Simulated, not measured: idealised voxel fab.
process module | voxel wiring stack
cross-section cut | 185 nm wide | cells 5 nm
A cross-section is a grid of square cells, given in bands from the top down. A band is one or more rows of cells.
Each band's line starts with the height of the band's top and of its bottom, in nm. Then come its materials from left to right, each with its width in nm. One material with "throughout" fills the band from edge to edge. "air" is empty space.
Height 0 is the level under which the wafer as received is all one material. The lowest band goes on downwards, as in "0 down".
A width such as "30 to 40" changes by the same amount from each row of cells to the next, from the band's top row to its bottom row.
"no change" after a step means that no cell of the cross-section changed.
closed voids: empty space of 8 cells or more with no open way to the top, each as width x height at its distance from the left edge, in nm
after a step's settings: what the simulator itself notes on the step
overlay nm, on a step with a mask: how far to the right of its planned place the mask lay; to the left if negative
plan
1 op RECEIVE | material Si
2 op CONFORMAL_DEP | material SiO2 | thk nm 15
3 op DIRECTIONAL_DEP | material TiN | thk nm 5
4 op DIRECTIONAL_DEP | material Ru | thk nm 25
5 op PATTERN | tone cover | mask id METAL_1 | material resist | width nm 30 | pitch nm 45 | thk nm 15 | overlay nm 0
6 op DIRECTIONAL_ETCH | etch materials Ru | depth nm 25
7 op DIRECTIONAL_ETCH | etch materials TiN | depth nm 5
8 op STRIP | etch materials resist
9 op CONFORMAL_DEP | material SiCN | thk nm 5
10 op FILL_DEP | material SiO2 | thk nm 5
11 op CMP | height nm 45
12 op CONFORMAL_DEP | material SiCN | thk nm 5
13 op DIRECTIONAL_DEP | material lowk | thk nm 10
14 op DIRECTIONAL_DEP | material aC | thk nm 15
15 op PATTERN | tone open | mask id PLUG_1 | material resist | width nm 15 | pitch nm 90 | thk nm 30 | overlay nm 0
16 op DIRECTIONAL_ETCH | etch materials aC | depth nm 15
17 op STRIP | etch materials resist
18 op DIRECTIONAL_ETCH | etch materials lowk | depth nm 10
19 op DIRECTIONAL_ETCH | etch materials SiCN | depth nm 5
20 op STRIP | etch materials aC
21 op EPI | material Ru | thk nm 10
22 op EPI | material Ru | thk nm 5
23 op CONFORMAL_DEP | material SiN | thk nm 5
24 op DIRECTIONAL_DEP | material lowk | thk nm 25
25 op MASKED_ETCH | tone open | mask id METAL_2 | width nm 30 | pitch nm 45 | etch materials lowk | depth nm 25 | overlay nm 0
26 op MASKED_ETCH | tone open | mask id METAL_2 | width nm 30 | pitch nm 45 | etch materials SiN | depth nm 5 | overlay nm 0
27 op CONFORMAL_DEP | material TiN | thk nm 5
28 op FILL_DEP | material Cu | thk nm 5
29 op CMP | height nm 90
30 op EPI | material Ru | thk nm 5
31 op FILL_DEP | material SiCN | thk nm 5
32 op DIRECTIONAL_DEP | material lowk | thk nm 25
33 op DIRECTIONAL_DEP | material aC | thk nm 15
34 op PATTERN | tone open | mask id METAL_3_HOLES | material resist | width nm 15 | pitch nm 45 | thk nm 35 | overlay nm 0
35 op DIRECTIONAL_ETCH | etch materials aC | depth nm 15
36 op STRIP | etch materials resist
37 op DIRECTIONAL_ETCH | etch materials lowk | depth nm 25
38 op STRIP | etch materials aC
39 op DIRECTIONAL_DEP | material aC | thk nm 10
40 op PATTERN | tone open | mask id METAL_3 | material resist | width nm 30 | pitch nm 45 | thk nm 30 | overlay nm 0
41 op DIRECTIONAL_ETCH | etch materials aC | depth nm 10
42 op STRIP | etch materials resist
43 op DIRECTIONAL_ETCH | etch materials lowk | depth nm 15
44 op DIRECTIONAL_ETCH | etch materials SiCN | depth nm 5
45 op STRIP | etch materials aC
46 op CONFORMAL_DEP | material TiN | thk nm 5
47 op FILL_DEP | material Cu | thk nm 10
48 op CMP | height nm 125
49 op CONFORMAL_DEP | material SiN | thk nm 5
as received, after step 1
  0 down: Si throughout
  closed voids: none
a wafer at the end: this start, this plan, one mistake
  130 to 125: SiN throughout
  125 to 115: lowk 30 | TiN 5 | Cu 20 | TiN 5 | lowk 15 | TiN 5 | Cu 20 | TiN 5 | lowk 15 | TiN 5 | Cu 20 | TiN 5 | lowk 35
  115 to 110: lowk 30 | TiN 5 | Cu 5 | TiN 20 | lowk 15 | TiN 5 | Cu 5 | TiN 20 | lowk 15 | TiN 5 | Cu 5 | TiN 20 | lowk 35
  110 to 100: lowk 30 | TiN 5 | Cu 5 | TiN 5 | lowk 30 | TiN 5 | Cu 5 | TiN 5 | lowk 30 | TiN 5 | Cu 5 | TiN 5 | lowk 50
  100 to 95: SiCN 30 | TiN 15 | SiCN 30 | TiN 15 | SiCN 30 | TiN 15 | SiCN 50
  95 to 90: SiCN 25 | Ru 40 | SiCN 5 | Ru 40 | SiCN 5 | Ru 40 | SiCN 30
  90 to 65: lowk 30 | TiN 5 | Cu 20 | TiN 5 | lowk 15 | TiN 5 | Cu 20 | TiN 5 | lowk 15 | TiN 5 | Cu 20 | TiN 5 | lowk 35
  65 to 60: SiN 30 | TiN 30 | SiN 15 | TiN 30 | SiN 15 | TiN 30 | SiN 35
  60 to 50: lowk 30 | SiN 5 | TiN 5 | SiN 5 | lowk 75 | SiN 5 | TiN 5 | SiN 5 | lowk 50
  50 to 45: SiCN 30 | SiN 5 | TiN 5 | SiN 5 | SiCN 75 | SiN 5 | TiN 5 | SiN 5 | SiCN 50
  45 to 20: Ru 30 | SiCN 5 | SiO2 20 | SiCN 5 | Ru 15 | SiCN 5 | SiO2 20 | SiCN 5 | Ru 15 | SiCN 5 | SiO2 20 | SiCN 5 | Ru 35
  20 to 15: TiN 30 | SiCN 30 | TiN 15 | SiCN 30 | TiN 15 | SiCN 30 | TiN 35
  15 to 0: SiO2 throughout
  0 down: Si throughout
  closed voids: none
what went wrong: step 5 ran as: op PATTERN | tone open | mask id METAL_1 | material resist | width nm 30 | pitch nm 45 | thk nm 15 | overlay nm 0
